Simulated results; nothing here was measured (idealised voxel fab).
Herein follows the process module entitled voxel self aligned contacts.
Displayed cross-section: cut, width of 230 nm, square cells sized 5 nm.
A cross-section in this document is a grid of square cells, and it is written down as bands, the top band listed before the ones below it; a band is made up of one or more rows of cells.
Band entry format. Leading values: height of top, height of bottom, nm. Remainder: materials in left-to-right order, each with its width in nm. Special words: "edge to edge" on a single material, which then fills the band edge to edge; "air", empty space.
Basically, 0 is our baseline, since under it the wafer straight out of the box is all one material. The bottom band has no lower end and keeps on going down, so it looks like "0..down".
The width entry "30->40" should be interpreted row by row: the top row of cells in the band takes the first number, the bottom row takes the second number, and the change between adjacent rows is uniform throughout.
The cross-section has no changed cell in any step marked "nothing was modified".
"Voids, enclosed" lists enclosed empty spaces (at least 8 cells, no open path upward to the top), each as width x height at distance from the left edge, in nm.
after a step's settings: what the simulator itself notes on the step
overlay nm: for a step with a mask, the amount by which the mask lay right of where it was planned; a negative amount means left of it.

Intended process steps:
step 1: RECEIVE | material Si
step 2: CONFORMAL_DEP | material SiO2 | thk nm 5
step 3: DIRECTIONAL_DEP | material polySi | thk nm 25
step 4: DIRECTIONAL_DEP | material SiN | thk nm 20
step 5: DIRECTIONAL_DEP | material aC | thk nm 15
step 6: PATTERN | tone cover | mask id GATE | material resist | width nm 30 | pitch nm 55 | thk nm 30 | overlay nm 0
step 7: DIRECTIONAL_ETCH | etch materials aC | depth nm 15
step 8: STRIP | etch materials resist
step 9: DIRECTIONAL_ETCH | etch materials SiN | depth nm 20
step 10: DIRECTIONAL_ETCH | etch materials polySi | depth nm 25
step 11: STRIP | etch materials aC
step 12: CONFORMAL_DEP | material SiN | thk nm 5
step 13: DIRECTIONAL_ETCH | etch materials SiN | depth nm 5
step 14: FILL_DEP | material SiO2 | thk nm 15
step 15: CMP | height nm 60
step 16: DIRECTIONAL_DEP | material aC | thk nm 15
step 17: PATTERN | tone open | mask id CONTACT | material resist | width nm 35 | thk nm 35 | overlay nm 0
step 18: DIRECTIONAL_ETCH | etch materials aC | depth nm 15
step 19: STRIP | etch materials resist
step 20: DIRECTIONAL_ETCH | etch materials SiO2 | depth nm 60
step 21: STRIP | etch materials aC
step 22: CONFORMAL_DEP | material TiN | thk nm 5
step 23: FILL_DEP | material W | thk nm 5
step 24: CMP | height nm 60
step 25: CONFORMAL_DEP | material SiN | thk nm 5

Cross-section of the wafer as it came to us, i.e., already through step 1:
0..down  Si edge to edge
Voids, enclosed: none

The following cross-section depicts the wafer upon conclusion of the module. Processing commenced from the starting condition illustrated above and adhered to the plan illustrated above, save for one mistake in execution:
65..60  SiN edge to edge
60..50  SiO2 (105); TiN (5); W (25->5); TiN (5->25); SiO2 (90)
50..30  SiO2 (65); SiN (40); TiN (5); W (5); TiN (5); SiN (40); SiO2 (70)
30..5  SiO2 (65); SiN (5); polySi (30); SiN (5); TiN (5); W (5); TiN (5); SiN (5); polySi (30); SiN (5); SiO2 (70)
5..0  SiO2 (105); TiN (15); SiO2 (110)
0..down  Si edge to edge
Voids, enclosed: none
The mistake made against the process plan was this: contrary to plan, step 17 was performed as PATTERN | tone open | mask id CONTACT | material resist | width nm 35 | thk nm 35 | overlay nm 10
